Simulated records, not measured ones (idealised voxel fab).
process module | voxel self aligned vias
The cross-section on display is named cut; it measures 155 nm wide, and its cells are 5 nm squares.
Heads up, the way a cross-section reads in here is a grid of square cells, handed over as bands from the top down, with every band being one or more rows of cells. Heads up on the band format: heights come first, top then bottom, in nm. After that it's the materials left to right, each with its width in nm. A single material flagged "everywhere" fills the whole band edge to edge, and "air" means there's empty space there. Counting heights begins at 0, where everything beneath is, in the wafer as received, one material. The lowest band has no bottom; it goes on downwards, as "0 -> down" shows. The notation "30 to 40" denotes a width that varies across the rows of cells in the band, beginning at the first number in the top row, finishing at the second number in the bottom row, and changing by an identical amount from each row to the next. A step reported as "everything unchanged" is a step in which no cell of the cross-section changed. Empty spaces counting at least 8 cells and having no open way to the top are listed in "Trapped void list". The notation width x height at distance is used for each, the distance being from the left edge and all three values in nm. Formally, on a step line, whatever follows the settings is a remark that the simulator itself makes on the step. overlay nm: how far to the right of its planned place the mask lay on this masked step (negative: to the left).

Planned process steps:
| 1 | RECEIVE (material Si) |
| 2 | CONFORMAL_DEP (material SiO2; thk nm 15) |
| 3 | CONFORMAL_DEP (material SiCN; thk nm 5) |
| 4 | DIRECTIONAL_DEP (material SiO2; thk nm 20) |
| 5 | DIRECTIONAL_DEP (material aC; thk nm 15) |
| 6 | PATTERN (tone open; mask id LINES; material resist; width nm 20; pitch nm 70; thk nm 30; overlay nm 0) |
| 7 | DIRECTIONAL_ETCH (etch materials aC; depth nm 15) |
| 8 | STRIP (etch materials resist) |
| 9 | DIRECTIONAL_ETCH (etch materials SiO2; depth nm 20) |
| 10 | STRIP (etch materials aC) |
| 11 | CONFORMAL_DEP (material TiN; thk nm 5) |
| 12 | FILL_DEP (material W; thk nm 10) |
| 13 | CMP (height nm 40) |
| 14 | SELECTIVE_ETCH (etch materials W Ru TiN; depth nm 5) |
| 15 | FILL_DEP (material SiN; thk nm 10) |
| 16 | CMP (height nm 40) |
| 17 | DIRECTIONAL_DEP (material SiO2; thk nm 20) |
| 18 | DIRECTIONAL_DEP (material aC; thk nm 10) |
| 19 | PATTERN (tone open; mask id VIAS; material resist; width nm 40; thk nm 30; overlay nm 0) |
| 20 | DIRECTIONAL_ETCH (etch materials aC; depth nm 10) |
| 21 | STRIP (etch materials resist) |
| 22 | DIRECTIONAL_ETCH (etch materials SiO2; depth nm 20) |
| 23 | DIRECTIONAL_ETCH (etch materials SiN; depth nm 5) |
| 24 | STRIP (etch materials aC) |
| 25 | CONFORMAL_DEP (material TiN; thk nm 5) |
| 26 | FILL_DEP (material Cu; thk nm 5) |
| 27 | CMP (height nm 60) |
| 28 | CONFORMAL_DEP (material SiN; thk nm 5) |

Received-state cross-section, reflecting completion of step 1:
0 -> down = Si everywhere
Trapped void list: none

First of two wafers: cross-section at end of module, run per plan:
65 -> 60 = SiN everywhere
60 -> 45 = 20 of SiO2  5 of TiN  30 of Cu  5 of TiN  95 of SiO2
45 -> 40 = 20 of SiO2  15 of TiN  10 of Cu  15 of TiN  95 of SiO2
40 -> 35 = 30 of SiO2  20 of TiN  50 of SiO2  20 of SiN  35 of SiO2
35 -> 25 = 30 of SiO2  5 of TiN  10 of W  5 of TiN  50 of SiO2  5 of TiN  10 of W  5 of TiN  35 of SiO2
25 -> 20 = 30 of SiO2  20 of TiN  50 of SiO2  20 of TiN  35 of SiO2
20 -> 15 = SiCN everywhere
15 -> 0 = SiO2 everywhere
0 -> down = Si everywhere
Trapped void list: none

Cross-sectional image of the second wafer of the two following completion of the module. Starting state and process plan were the same as for the first wafer; one execution error occurred:
65 -> 60 = SiN everywhere
60 -> 45 = 20 of SiO2  5 of TiN  30 of Cu  5 of TiN  95 of SiO2
45 -> 40 = 20 of SiO2  15 of TiN  10 of Cu  15 of TiN  95 of SiO2
40 -> 35 = 30 of SiO2  20 of TiN  50 of SiO2  20 of SiN  35 of SiO2
35 -> 25 = 30 of SiO2  5 of TiN  10 of W  5 of TiN  50 of SiO2  5 of TiN  10 of W  5 of TiN  35 of SiO2
25 -> 20 = 30 of SiO2  20 of TiN  50 of SiO2  20 of TiN  35 of SiO2
20 -> 0 = SiCN everywhere
0 -> down = Si everywhere
Trapped void list: none
Run error: step 2 ran as: CONFORMAL_DEP (material SiCN; thk nm 15)
End of process, cell counts, second wafer against first, materials with more or fewer: 93 more of SiCN; 93 fewer of SiO2
